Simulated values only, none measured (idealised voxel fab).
Process module in this document: voxel capacitor over wiring
It is cross-section cut that appears here, measuring 180 nm in width, its square cells being 5 nm in size.
Think of the cross-section as a grid of square cells. We describe it in bands, top to bottom, and each band covers one or more rows of those cells.
Each band's line starts with the height of the band's top and of its bottom, in nm. Then come its materials from left to right, each with its width in nm. One material with "all across" fills the band from edge to edge. "empty" is empty space.
A quick word on heights: they are counted from 0, and under that level the wafer as it came to us is one material throughout. The lowest band is different from the rest in having no bottom; it simply continues downward, written as in "0..down".
Top row gets the first number, bottom row gets the second, and each row in between changes by the same step: that is how a band width like "30..40" works.
Any step labelled "everything unchanged" changed none of the cells in the cross-section.
"Enclosed void inventory" enumerates empty spaces isolated from the top, with no open way to it, that contain at least 8 cells, giving each as width x height at distance from the left edge, all three in nm.
Note: text after step settings on the step line = simulator remark on that step.
The setting "overlay nm" may be written on the line of a step. When the step uses a mask, the value reports how far to the right of the planned place the mask lay, and a negative value reports that it lay to the left.
These are the steps we planned for the process
1) RECEIVE [material Si]
2) CONFORMAL_DEP [material SiO2] [thk nm 15]
3) CONFORMAL_DEP [material SiCN] [thk nm 5]
4) DIRECTIONAL_DEP [material SiO2] [thk nm 25]
5) MASKED_ETCH [tone open] [mask id METAL_1] [width nm 25] [pitch nm 75] [etch materials SiO2] [depth nm 25] [overlay nm 0]
6) MASKED_ETCH [tone open] [mask id METAL_1] [width nm 25] [pitch nm 75] [etch materials SiCN] [depth nm 5] [overlay nm 0]
7) CONFORMAL_DEP [material TiN] [thk nm 5]
8) FILL_DEP [material W] [thk nm 10]
9) CMP [height nm 45]
10) CONFORMAL_DEP [material SiCN] [thk nm 5]
11) DIRECTIONAL_DEP [material SiO2] [thk nm 20]
12) MASKED_ETCH [tone open] [mask id PLUG_1] [width nm 15] [etch materials SiO2] [depth nm 20] [overlay nm 0]
13) MASKED_ETCH [tone open] [mask id PLUG_1] [width nm 15] [etch materials SiCN] [depth nm 5] [overlay nm 0]
14) EPI [material Ru] [thk nm 10]
15) EPI [material Ru] [thk nm 10]
16) EPI [material Ru] [thk nm 5]
17) DIRECTIONAL_DEP [material TiN] [thk nm 10]
18) DIRECTIONAL_DEP [material SiN] [thk nm 5]
19) DIRECTIONAL_DEP [material TiN] [thk nm 10]
20) MASKED_ETCH [tone cover] [mask id UPPER_PLATE] [width nm 55] [etch materials TiN] [depth nm 10] [overlay nm 0]
21) MASKED_ETCH [tone cover] [mask id UPPER_PLATE] [width nm 55] [etch materials SiN] [depth nm 5] [overlay nm 0]
22) PATTERN [tone cover] [mask id LOWER_PLATE] [material resist] [width nm 65] [thk nm 20] [overlay nm 0]
23) DIRECTIONAL_ETCH [etch materials TiN] [depth nm 10]
24) STRIP [etch materials resist]
25) FILL_DEP [material SiO2] [thk nm 15]
26) CMP [height nm 105]
27) MASKED_ETCH [tone open] [mask id PLUG_2] [width nm 15] [etch materials SiO2] [depth nm 10] [overlay nm 0]
28) CONFORMAL_DEP [material TiN] [thk nm 5]
29) FILL_DEP [material Cu] [thk nm 10]
30) CMP [height nm 105]
31) CONFORMAL_DEP [material SiN] [thk nm 5]
Delivered wafer in cross-section: state after step 1
> 0..down: Si all across
> Enclosed void inventory: none
Module complete, cross-section. Starting point and plan per above. One mistake made in running the module
> 110..105: SiN all across
> 105..100: SiO2 60  TiN 5  Cu 5  TiN 5  SiO2 105
> 100..95: SiO2 60  TiN 15  SiO2 105
> 95..85: SiO2 50  TiN 55  SiO2 75
> 85..80: SiO2 50  SiN 55  SiO2 75
> 80..70: SiO2 45  TiN 65  SiO2 70
> 70..50: SiO2 50  Ru 15  SiO2 115
> 50..45: SiCN 50  Ru 15  SiCN 115
> 45..40: TiN 45  W 15  TiN 60  W 15  TiN 45
> 40..15: SiO2 40  TiN 5  W 15  TiN 5  SiO2 50  TiN 5  W 15  TiN 5  SiO2 40
> 15..10: SiCN 40  TiN 25  SiCN 50  TiN 25  SiCN 40
> 10..0: SiO2 all across
> 0..down: Si all across
> Enclosed void inventory: none
Short version of what went wrong: step 2 did not use the planned setting and instead ran as CONFORMAL_DEP [material SiO2] [thk nm 10]
